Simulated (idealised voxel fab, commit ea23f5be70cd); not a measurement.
voxel released beams: a process module
Shown is cross-section cut, with a width of 150 nm and square cells of size 5 nm.
Bands, listed from the top down, are how a cross-section gets written in this document; the cross-section itself is a grid of square cells, and a band is one or more rows of them. Band entry format. Leading values: height of top, height of bottom, nm. Remainder: materials in left-to-right order, each with its width in nm. Special words: "all across" on a single material, which then fills the band edge to edge; "empty", empty space. Heights from 0 (as-received wafer is one material below). Bottom band endless downward, as "0 and below". The width entry "30->40" should be interpreted row by row: the top row of cells in the band takes the first number, the bottom row takes the second number, and the change between adjacent rows is uniform throughout. When a step is marked "no change occurred", none of the cells in the cross-section changed during that step. This entry, "Sealed internal cavities", enumerates those empty regions of no fewer than 8 cells that possess no open connection to the top. Each region is reported in the form width x height at distance, the distance being taken from the left edge, with all three quantities expressed in nm. Read whatever lies past the settings on a step's line as the simulator's own remark about the step. The line of a step may include "overlay nm". On a step with a mask, this value is how far to the right of its planned place the mask lay. A negative value means the mask lay to the left.
[The steps planned for the process are as follows]
step 1: RECEIVE: material Si
step 2: CONFORMAL_DEP: material Al2O3, thk nm 10
step 3: DIRECTIONAL_DEP: material SiO2, thk nm 10
step 4: PATTERN: tone open, mask id ANCHOR, material resist, width nm 35, thk nm 15, overlay nm 0
step 5: DIRECTIONAL_ETCH: etch materials SiO2, depth nm 10
step 6: STRIP: etch materials resist
step 7: CONFORMAL_DEP: material polySi, thk nm 10
step 8: MASKED_ETCH: tone cover, mask id BEAM, width nm 80, etch materials polySi, depth nm 10, overlay nm 0
step 9: STRIP: etch materials SiO2
[Delivered wafer in cross-section: state after step 1]
> 0 and below | Si all across
> Sealed internal cavities: none
[One mistake in running the module, otherwise start and plan as above: cross-section at the end]
> 20 down to 10 | 35 of empty / 10 of polySi / 15 of empty / 10 of polySi / 80 of empty
> 10 down to 0 | Al2O3 all across
> 0 and below | Si all across
> Sealed internal cavities: none
Which mistake was made when the wafer was run? heads up, step 8 didn't go per plan, it actually ran as MASKED_ETCH: tone open, mask id BEAM, width nm 80, etch materials polySi, depth nm 10, overlay nm 0
